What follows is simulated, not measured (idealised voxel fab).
Herein follows the process module entitled voxel self aligned contacts.
Cross-section cut: width 230 nm, square cells of 5 nm.
In this document a cross-section is written as a grid of square cells. It is given as a series of bands, listed from the top down, and a band is one or more rows of cells. Top height, bottom height, nm. Materials left to right, width each, nm. Single material + "all across" = fills band edge to edge. "air" = empty. Heights are measured from 0, the level below which the as-received wafer is all one material; the lowest band has no bottom and continues downward, written as in "0 down". It should be noted that a width expressed as "30->40" varies in equal increments from row to row of cells within the band, taking the value of the first number at the top row and that of the second number at the bottom row. A step reported as "changes: none" is a step in which no cell of the cross-section changed. Entry "Unvented voids" = empty spaces >= 8 cells with no open way to the top; each as width x height at distance, distance from left edge, all nm. Formally, on a step line, whatever follows the settings is a remark that the simulator itself makes on the step. What "overlay nm" on a step's line means: if the step has a mask, that mask lay this far to the right of its planned place, or, when the value is negative, to the left.
## The steps planned for the process are as follows
step 1: RECEIVE,material Si
step 2: OXIDIZE,depth nm 5
step 3: DIRECTIONAL_DEP,material polySi,thk nm 30
step 4: DIRECTIONAL_DEP,material SiN,thk nm 20
step 5: PATTERN,tone cover,mask id GATE,material resist,width nm 35,pitch nm 70,thk nm 20,overlay nm 0
step 6: DIRECTIONAL_ETCH,etch materials SiN,depth nm 20
step 7: DIRECTIONAL_ETCH,etch materials polySi,depth nm 30
step 8: STRIP,etch materials resist
step 9: CONFORMAL_DEP,material SiN,thk nm 5
step 10: DIRECTIONAL_ETCH,etch materials SiN,depth nm 5
step 11: FILL_DEP,material SiO2,thk nm 20
step 12: CMP,height nm 60
step 13: MASKED_ETCH,tone open,mask id CONTACT,width nm 55,etch materials SiO2,depth nm 65,overlay nm 0
step 14: CONFORMAL_DEP,material TiN,thk nm 5
step 15: FILL_DEP,material W,thk nm 5
step 16: CMP,height nm 60
step 17: CONFORMAL_DEP,material SiN,thk nm 5
## The first of two wafers, run as planned
## Cross-sectional view of the wafer in its as-received condition, corresponding to the state after step 1
- 0 down: Si all across
- Unvented voids: none
## Cross-section of the wafer subsequent to step 2
- 0 to -5: SiO2 all across
- Under the height -5 nothing was changed.
## Cross-section of the wafer subsequent to step 3
- 30 to 0: polySi all across
- Under the height 0 nothing was changed.
## Cross-section of the wafer subsequent to step 4
- 50 to 30: SiN all across
- Under the height 30 nothing was changed.
## Cross-section of the wafer subsequent to step 5
- 70 to 50: air=60 | resist=35 | air=35 | resist=35 | air=65
- Under the height 50 nothing was changed.
## Cross-section of the wafer subsequent to step 6
- 70 to 50: air=60 | resist=35 | air=35 | resist=35 | air=65
- 50 to 30: air=60 | SiN=35 | air=35 | SiN=35 | air=65
- Under the height 30 nothing was changed.
## Cross-section of the wafer subsequent to step 7
- 70 to 50: air=60 | resist=35 | air=35 | resist=35 | air=65
- 50 to 30: air=60 | SiN=35 | air=35 | SiN=35 | air=65
- 30 to 0: air=60 | polySi=35 | air=35 | polySi=35 | air=65
- Under the height 0 nothing was changed.
## Cross-section of the wafer subsequent to step 8
- 50 to 30: air=60 | SiN=35 | air=35 | SiN=35 | air=65
- Under the height 30 nothing was changed.
## Cross-section of the wafer subsequent to step 9
- 55 to 30: air=55 | SiN=45 | air=25 | SiN=45 | air=60
- 30 to 5: air=55 | SiN=5 | polySi=35 | SiN=5 | air=25 | SiN=5 | polySi=35 | SiN=5 | air=60
- 5 to 0: SiN=60 | polySi=35 | SiN=35 | polySi=35 | SiN=65
- Under the height 0 nothing was changed.
## Cross-section of the wafer subsequent to step 10
- 50 to 30: air=55 | SiN=45 | air=25 | SiN=45 | air=60
- 30 to 0: air=55 | SiN=5 | polySi=35 | SiN=5 | air=25 | SiN=5 | polySi=35 | SiN=5 | air=60
- Under the height 0 nothing was changed.
## Cross-section of the wafer subsequent to step 11
- 70 to 50: SiO2 all across
- 50 to 30: SiO2=55 | SiN=45 | SiO2=25 | SiN=45 | SiO2=60
- 30 to 0: SiO2=55 | SiN=5 | polySi=35 | SiN=5 | SiO2=25 | SiN=5 | polySi=35 | SiN=5 | SiO2=60
- Under the height 0 nothing was changed.
## Cross-section of the wafer subsequent to step 12
- 60 to 50: SiO2 all across
- Under the height 50 nothing was changed.
## Cross-section of the wafer subsequent to step 13
- 60 to 50: SiO2=85 | air=55 | SiO2=90
- 50 to 30: SiO2=55 | SiN=45 | air=25 | SiN=45 | SiO2=60
- 30 to 0: SiO2=55 | SiN=5 | polySi=35 | SiN=5 | air=25 | SiN=5 | polySi=35 | SiN=5 | SiO2=60
- 0 to -5: SiO2=100 | air=25 | SiO2=105
- Under the height -5 nothing was changed.
## Cross-section of the wafer subsequent to step 14
- 65 to 60: TiN=90 | air=45 | TiN=95
- 60 to 50: SiO2=85 | TiN=5->20 | air=45->15 | TiN=5->20 | SiO2=90
- 50 to 30: SiO2=55 | SiN=45 | TiN=5 | air=15 | TiN=5 | SiN=45 | SiO2=60
- 30 to 0: SiO2=55 | SiN=5 | polySi=35 | SiN=5 | TiN=5 | air=15 | TiN=5 | SiN=5 | polySi=35 | SiN=5 | SiO2=60
- 0 to -5: SiO2=100 | TiN=25 | SiO2=105
- Under the height -5 nothing was changed.
## Cross-section of the wafer subsequent to step 15
- 70 to 65: W all across
- 65 to 60: TiN=90 | W=45 | TiN=95
- 60 to 50: SiO2=85 | TiN=5->20 | W=45->15 | TiN=5->20 | SiO2=90
- 50 to 30: SiO2=55 | SiN=45 | TiN=5 | W=15 | TiN=5 | SiN=45 | SiO2=60
- 30 to 0: SiO2=55 | SiN=5 | polySi=35 | SiN=5 | TiN=5 | W=15 | TiN=5 | SiN=5 | polySi=35 | SiN=5 | SiO2=60
- Under the height 0 nothing was changed.
## Cross-section of the wafer subsequent to step 16
- 60 to 50: SiO2=85 | TiN=5->20 | W=45->15 | TiN=5->20 | SiO2=90
- Under the height 50 nothing was changed.
## Cross-section of the wafer subsequent to step 17
- 65 to 60: SiN all across
- Under the height 60 nothing was changed.
## Wafer two: like wafer one in start and plan, but with one mistake in execution; identical up to and including step 1
X-section, second wafer, when step 2 was due to finish: changes: none
## X-section, second wafer, when step 3 was due to finish
- 30 to 0: polySi all across
- Under the height 0 nothing was changed.
## X-section, second wafer, when step 4 was due to finish
- 50 to 30: SiN all across
- Under the height 30 nothing was changed.
## X-section, second wafer, when step 5 was due to finish
- 70 to 50: air=60 | resist=35 | air=35 | resist=35 | air=65
- Under the height 50 nothing was changed.
## X-section, second wafer, when step 6 was due to finish
- 70 to 50: air=60 | resist=35 | air=35 | resist=35 | air=65
- 50 to 30: air=60 | SiN=35 | air=35 | SiN=35 | air=65
- Under the height 30 nothing was changed.
## X-section, second wafer, when step 7 was due to finish
- 70 to 50: air=60 | resist=35 | air=35 | resist=35 | air=65
- 50 to 30: air=60 | SiN=35 | air=35 | SiN=35 | air=65
- 30 to 0: air=60 | polySi=35 | air=35 | polySi=35 | air=65
- Under the height 0 nothing was changed.
## X-section, second wafer, when step 8 was due to finish
- 50 to 30: air=60 | SiN=35 | air=35 | SiN=35 | air=65
- Under the height 30 nothing was changed.
## X-section, second wafer, when step 9 was due to finish
- 55 to 30: air=55 | SiN=45 | air=25 | SiN=45 | air=60
- 30 to 5: air=55 | SiN=5 | polySi=35 | SiN=5 | air=25 | SiN=5 | polySi=35 | SiN=5 | air=60
- 5 to 0: SiN=60 | polySi=35 | SiN=35 | polySi=35 | SiN=65
- Under the height 0 nothing was changed.
## X-section, second wafer, when step 10 was due to finish
- 50 to 30: air=55 | SiN=45 | air=25 | SiN=45 | air=60
- 30 to 0: air=55 | SiN=5 | polySi=35 | SiN=5 | air=25 | SiN=5 | polySi=35 | SiN=5 | air=60
- Under the height 0 nothing was changed.
## X-section, second wafer, when step 11 was due to finish
- 70 to 50: SiO2 all across
- 50 to 30: SiO2=55 | SiN=45 | SiO2=25 | SiN=45 | SiO2=60
- 30 to 0: SiO2=55 | SiN=5 | polySi=35 | SiN=5 | SiO2=25 | SiN=5 | polySi=35 | SiN=5 | SiO2=60
- Under the height 0 nothing was changed.
## X-section, second wafer, when step 12 was due to finish
- 60 to 50: SiO2 all across
- Under the height 50 nothing was changed.
## X-section, second wafer, when step 13 was due to finish
- 60 to 50: SiO2=85 | air=55 | SiO2=90
- 50 to 30: SiO2=55 | SiN=45 | air=25 | SiN=45 | SiO2=60
- 30 to 0: SiO2=55 | SiN=5 | polySi=35 | SiN=5 | air=25 | SiN=5 | polySi=35 | SiN=5 | SiO2=60
- Under the height 0 nothing was changed.
## X-section, second wafer, when step 14 was due to finish
- 65 to 60: TiN=90 | air=45 | TiN=95
- 60 to 50: SiO2=85 | TiN=5->20 | air=45->15 | TiN=5->20 | SiO2=90
- 50 to 30: SiO2=55 | SiN=45 | TiN=5 | air=15 | TiN=5 | SiN=45 | SiO2=60
- 30 to 5: SiO2=55 | SiN=5 | polySi=35 | SiN=5 | TiN=5 | air=15 | TiN=5 | SiN=5 | polySi=35 | SiN=5 | SiO2=60
- 5 to 0: SiO2=55 | SiN=5 | polySi=35 | SiN=5 | TiN=25 | SiN=5 | polySi=35 | SiN=5 | SiO2=60
- Under the height 0 nothing was changed.
## X-section, second wafer, when step 15 was due to finish
- 70 to 65: W all across
- 65 to 60: TiN=90 | W=45 | TiN=95
- 60 to 50: SiO2=85 | TiN=5->20 | W=45->15 | TiN=5->20 | SiO2=90
- 50 to 30: SiO2=55 | SiN=45 | TiN=5 | W=15 | TiN=5 | SiN=45 | SiO2=60
- 30 to 5: SiO2=55 | SiN=5 | polySi=35 | SiN=5 | TiN=5 | W=15 | TiN=5 | SiN=5 | polySi=35 | SiN=5 | SiO2=60
- Under the height 5 nothing was changed.
## X-section, second wafer, when step 16 was due to finish
- 60 to 50: SiO2=85 | TiN=5->20 | W=45->15 | TiN=5->20 | SiO2=90
- Under the height 50 nothing was changed.
## X-section, second wafer, when step 17 was due to finish
- 65 to 60: SiN all across
- Under the height 60 nothing was changed.
So what did we get wrong on this run? step 2 in the plan did not get run; it was skipped
Final wafer comparison in cells, second versus first, more or fewer per material: +46 Si; -41 SiO2; -2 TiN; -3 W
